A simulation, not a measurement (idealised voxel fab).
process module | voxel released beams
cross-section cut | 250 nm wide | cells 5 nm
A cross-section is a grid of square cells, given in bands from the top down. A band is one or more rows of cells.
Each band's line starts with the height of the band's top and of its bottom, in nm. Then come its materials from left to right, each with its width in nm. One material with "throughout" fills the band from edge to edge. "air" is empty space.
Height 0 is the level under which the wafer as received is all one material. The lowest band goes on downwards, as in "0 down".
A width such as "30 to 40" changes by the same amount from each row of cells to the next, from the band's top row to its bottom row.
"no change" after a step means that no cell of the cross-section changed.
closed voids: empty space of 8 cells or more with no open way to the top, each as width x height at its distance from the left edge, in nm
after a step's settings: what the simulator itself notes on the step
overlay nm, on a step with a mask: how far to the right of its planned place the mask lay; to the left if negative
plan
1 op RECEIVE | material Si
2 op CONFORMAL_DEP | material SiN | thk nm 5
3 op DIRECTIONAL_DEP | material SiO2 | thk nm 10
4 op MASKED_ETCH | tone open | mask id ANCHOR | width nm 40 | etch materials SiO2 | depth nm 10 | overlay nm 0
5 op CONFORMAL_DEP | material polySi | thk nm 15
6 op DIRECTIONAL_DEP | material aC | thk nm 10
7 op PATTERN | tone cover | mask id BEAM | material resist | width nm 115 | thk nm 25 | overlay nm 0
8 op DIRECTIONAL_ETCH | etch materials aC | depth nm 10
9 op STRIP | etch materials resist
10 op DIRECTIONAL_ETCH | etch materials polySi | depth nm 15
11 op STRIP | etch materials aC
12 op STRIP | etch materials SiO2
as received, after step 1
  0 down: Si throughout
  closed voids: none
a wafer at the end: this start, this plan, one mistake
  45 to 30: air 65 | polySi 115 | air 70
  30 to 15: polySi throughout
  15 to 5: SiO2 70 | polySi 40 | SiO2 140
  5 to 0: SiN throughout
  0 down: Si throughout
  closed voids: none
what went wrong: step 5 was run twice
